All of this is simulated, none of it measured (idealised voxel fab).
This section sets out a process module, namely voxel spacer lines.
Square cells of 5 nm make up the cross-section cut, whose width is 220 nm.
Bands, listed from the top down, are how a cross-section gets written in this document; the cross-section itself is a grid of square cells, and a band is one or more rows of them. A band entry consists of two parts. The first gives the height of the band's top and the height of its bottom, in nm. The rest lists the band's materials from left to right, each with its width in nm. A single material labelled with the word "everywhere" fills the band from edge to edge, and the word "blank" marks empty space. All heights in this document are referenced to 0, defined as the level beneath which the wafer, as received, consists entirely of one material. The lowest band is not bounded below; it extends indefinitely downward and is written in the form "0 down". So if you see something like "30 to 40" for the width, read it as the top row of the band sitting at the first number and the bottom row at the second, with every row in between moving by the same amount as the last. Any step labelled "nothing altered" changed none of the cells in the cross-section. "Enclosed void entries" specifies each empty space that is not open to the top and that occupies no fewer than 8 cells, using the form width x height at distance, the distance measured from the left edge and all three quantities in nm. The remark found on a step's line after its settings is issued by the simulator itself and pertains to that step. A step line may carry the setting "overlay nm", which, for steps involving a mask, states the distance by which the mask lay to the right of its intended position; negative values denote displacement to the left.

**Process steps - plan**
| 1 | RECEIVE with material Si |
| 2 | CONFORMAL_DEP with material Al2O3, thk nm 10 |
| 3 | DIRECTIONAL_DEP with material TiN, thk nm 15 |
| 4 | DIRECTIONAL_DEP with material polySi, thk nm 30 |
| 5 | PATTERN with tone cover, mask id MANDREL, material resist, width nm 25, pitch nm 70, thk nm 35, overlay nm 0 |
| 6 | DIRECTIONAL_ETCH with etch materials polySi, depth nm 30 |
| 7 | STRIP with etch materials resist |
| 8 | CONFORMAL_DEP with material SiO2, thk nm 10 |
| 9 | DIRECTIONAL_ETCH with etch materials SiO2, depth nm 10 |
| 10 | STRIP with etch materials polySi |
| 11 | DIRECTIONAL_ETCH with etch materials TiN, depth nm 15 |
| 12 | STRIP with etch materials SiO2 |
| 13 | FILL_DEP with material SiO2, thk nm 5 |
| 14 | CMP with height nm 25 |

**So this is the incoming wafer in cross-section - it's already been through step 1**
  0 down | Si everywhere
  Enclosed void entries: none

**First of two wafers: cross-section at end of module, run per plan**
  25 to 10 | 50 SiO2  10 TiN  25 SiO2  10 TiN  25 SiO2  10 TiN  25 SiO2  10 TiN  55 SiO2
  10 to 0 | Al2O3 everywhere
  0 down | Si everywhere
  Enclosed void entries: none

**Second wafer through the module, sectioned at the end: same beginning and same plan as the first wafer, with one mistake in carrying it out**
  25 to 10 | 60 SiO2  10 TiN  5 SiO2  10 TiN  45 SiO2  10 TiN  5 SiO2  10 TiN  65 SiO2
  10 to 0 | Al2O3 everywhere
  0 down | Si everywhere
  Enclosed void entries: none
Misprocessing identified: step 5 went in with a setting other than planned; the actual run was PATTERN with tone open, mask id MANDREL, material resist, width nm 25, pitch nm 70, thk nm 35, overlay nm 0
When the process is done, the second wafer contains the same cell count of every material as the first wafer, but distributed over other locations.
